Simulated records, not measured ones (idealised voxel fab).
Module name: voxel wiring stack (process module)
cross-section cut | 175 nm wide | cells 5 nm
Cross-section = grid of square cells, listed top down in bands; band = one or more rows.
Heads up on the band format: heights come first, top then bottom, in nm. After that it's the materials left to right, each with its width in nm. A single material flagged "everywhere" fills the whole band edge to edge, and "air" means there's empty space there.
Zero point of the height axis is 0; under it, received wafer = one material. Lowest band: continues down indefinitely, "0..down".
When a width is written as two numbers, as in "30..40", the first number is the width in the top row of cells of the band and the second is the width in its bottom row, and the width changes by the same amount from each row to the next.
Given "no alterations made" for a step, no cell of the cross-section differs between before and after that step.
So "Closed void listing" is basically the list of trapped voids: any empty space of 8 cells or more that can't reach the top through an opening. They're written width x height at distance, the distance being from the left edge, and it's all nm.
It should be noted that, on the line of a given step, the content following the step's settings is a remark produced by the simulator itself with respect to that step.
"overlay nm" on a masked step: distance the mask lay right of its planned place, negative for left.
Set out below are the planned steps of the process:
1: RECEIVE with material Si
2: CONFORMAL_DEP with material SiO2, thk nm 15
3: DIRECTIONAL_DEP with material TiN, thk nm 5
4: DIRECTIONAL_DEP with material W, thk nm 15
5: DIRECTIONAL_DEP with material aC, thk nm 10
6: PATTERN with tone cover, mask id METAL_1, material resist, width nm 25, pitch nm 55, thk nm 25, overlay nm 0
7: DIRECTIONAL_ETCH with etch materials aC, depth nm 10
8: STRIP with etch materials resist
9: DIRECTIONAL_ETCH with etch materials W, depth nm 15
10: DIRECTIONAL_ETCH with etch materials TiN, depth nm 5
11: STRIP with etch materials aC
12: CONFORMAL_DEP with material SiCN, thk nm 5
13: FILL_DEP with material SiO2, thk nm 5
14: CMP with height nm 35
15: CONFORMAL_DEP with material SiCN, thk nm 5
16: DIRECTIONAL_DEP with material lowk, thk nm 30
17: MASKED_ETCH with tone open, mask id METAL_2_HOLES, width nm 15, etch materials lowk, depth nm 30, overlay nm 0
18: MASKED_ETCH with tone open, mask id METAL_2, width nm 25, pitch nm 55, etch materials lowk, depth nm 20, overlay nm 0
19: MASKED_ETCH with tone open, mask id METAL_2, width nm 25, pitch nm 55, etch materials SiCN, depth nm 5, overlay nm 0
20: CONFORMAL_DEP with material TiN, thk nm 5
21: FILL_DEP with material Cu, thk nm 10
22: CMP with height nm 70
23: CONFORMAL_DEP with material SiN, thk nm 5
First wafer, two in total, run as planned:
Incoming wafer in cross-section (state: after step 1):
  0..down: Si everywhere
  Closed void listing: none
Wafer after step 2 (cross-section):
  15..0: SiO2 everywhere
  No changes below 0.
Wafer after step 3 (cross-section):
  20..15: TiN everywhere
  No changes below 15.
Wafer after step 4 (cross-section):
  35..20: W everywhere
  No changes below 20.
Wafer after step 5 (cross-section):
  45..35: aC everywhere
  No changes below 35.
Wafer after step 6 (cross-section):
  70..45: air 45, then resist 25, then air 30, then resist 25, then air 50
  No changes below 45.
Wafer after step 7 (cross-section):
  60..45: air 45, then resist 25, then air 30, then resist 25, then air 50
  45..35: air 45, then aC 25, then air 30, then aC 25, then air 50
  No changes below 35.
Wafer after step 8 (cross-section):
  45..35: air 45, then aC 25, then air 30, then aC 25, then air 50
  No changes below 35.
Wafer after step 9 (cross-section):
  45..35: air 45, then aC 25, then air 30, then aC 25, then air 50
  35..20: air 45, then W 25, then air 30, then W 25, then air 50
  No changes below 20.
Wafer after step 10 (cross-section):
  45..35: air 45, then aC 25, then air 30, then aC 25, then air 50
  35..20: air 45, then W 25, then air 30, then W 25, then air 50
  20..15: air 45, then TiN 25, then air 30, then TiN 25, then air 50
  No changes below 15.
Wafer after step 11 (cross-section):
  35..20: air 45, then W 25, then air 30, then W 25, then air 50
  No changes below 20.
Wafer after step 12 (cross-section):
  40..35: air 40, then SiCN 35, then air 20, then SiCN 35, then air 45
  35..20: air 40, then SiCN 5, then W 25, then SiCN 5, then air 20, then SiCN 5, then W 25, then SiCN 5, then air 45
  20..15: SiCN 45, then TiN 25, then SiCN 30, then TiN 25, then SiCN 50
  No changes below 15.
Wafer after step 13 (cross-section):
  45..40: SiO2 everywhere
  40..35: SiO2 40, then SiCN 35, then SiO2 20, then SiCN 35, then SiO2 45
  35..20: SiO2 40, then SiCN 5, then W 25, then SiCN 5, then SiO2 20, then SiCN 5, then W 25, then SiCN 5, then SiO2 45
  No changes below 20.
Wafer after step 14 (cross-section):
  35..20: SiO2 40, then SiCN 5, then W 25, then SiCN 5, then SiO2 20, then SiCN 5, then W 25, then SiCN 5, then SiO2 45
  No changes below 20.
Wafer after step 15 (cross-section):
  40..35: SiCN everywhere
  No changes below 35.
Wafer after step 16 (cross-section):
  70..40: lowk everywhere
  No changes below 40.
Wafer after step 17 (cross-section):
  70..40: lowk 45, then air 15, then lowk 115
  No changes below 40.
Wafer after step 18 (cross-section):
  70..50: lowk 45, then air 25, then lowk 30, then air 25, then lowk 50
  No changes below 50.
Wafer after step 19 (cross-section):
  70..50: lowk 45, then air 25, then lowk 30, then air 25, then lowk 50
  50..40: lowk 45, then air 15, then lowk 115
  40..35: SiCN 45, then air 15, then SiCN 115
  No changes below 35.
Wafer after step 20 (cross-section):
  75..70: TiN 50, then air 15, then TiN 40, then air 15, then TiN 55
  70..55: lowk 45, then TiN 5, then air 15, then TiN 5, then lowk 30, then TiN 5, then air 15, then TiN 5, then lowk 50
  55..50: lowk 45, then TiN 5, then air 5, then TiN 15, then lowk 30, then TiN 25, then lowk 50
  50..40: lowk 45, then TiN 5, then air 5, then TiN 5, then lowk 115
  40..35: SiCN 45, then TiN 15, then SiCN 115
  No changes below 35.
Wafer after step 21 (cross-section):
  85..75: Cu everywhere
  75..70: TiN 50, then Cu 15, then TiN 40, then Cu 15, then TiN 55
  70..55: lowk 45, then TiN 5, then Cu 15, then TiN 5, then lowk 30, then TiN 5, then Cu 15, then TiN 5, then lowk 50
  55..50: lowk 45, then TiN 5, then Cu 5, then TiN 15, then lowk 30, then TiN 25, then lowk 50
  50..40: lowk 45, then TiN 5, then Cu 5, then TiN 5, then lowk 115
  No changes below 40.
Wafer after step 22 (cross-section):
  70..55: lowk 45, then TiN 5, then Cu 15, then TiN 5, then lowk 30, then TiN 5, then Cu 15, then TiN 5, then lowk 50
  No changes below 55.
Wafer after step 23 (cross-section):
  75..70: SiN everywhere
  No changes below 70.
Second Wafer (Identical Start and Plan, One Processing Error; Matches First Wafer Through Step 22):
Second wafer profile in section, at the moment step 23 of the plan was meant to be complete:
  85..70: SiN everywhere
  No changes below 70.
Misprocessing identified: step 23 went in with a setting other than planned; the actual run was CONFORMAL_DEP with material SiN, thk nm 15
Looking at both finished wafers in cells, the second ends up ahead of or behind the first on some materials: 70 more of SiN
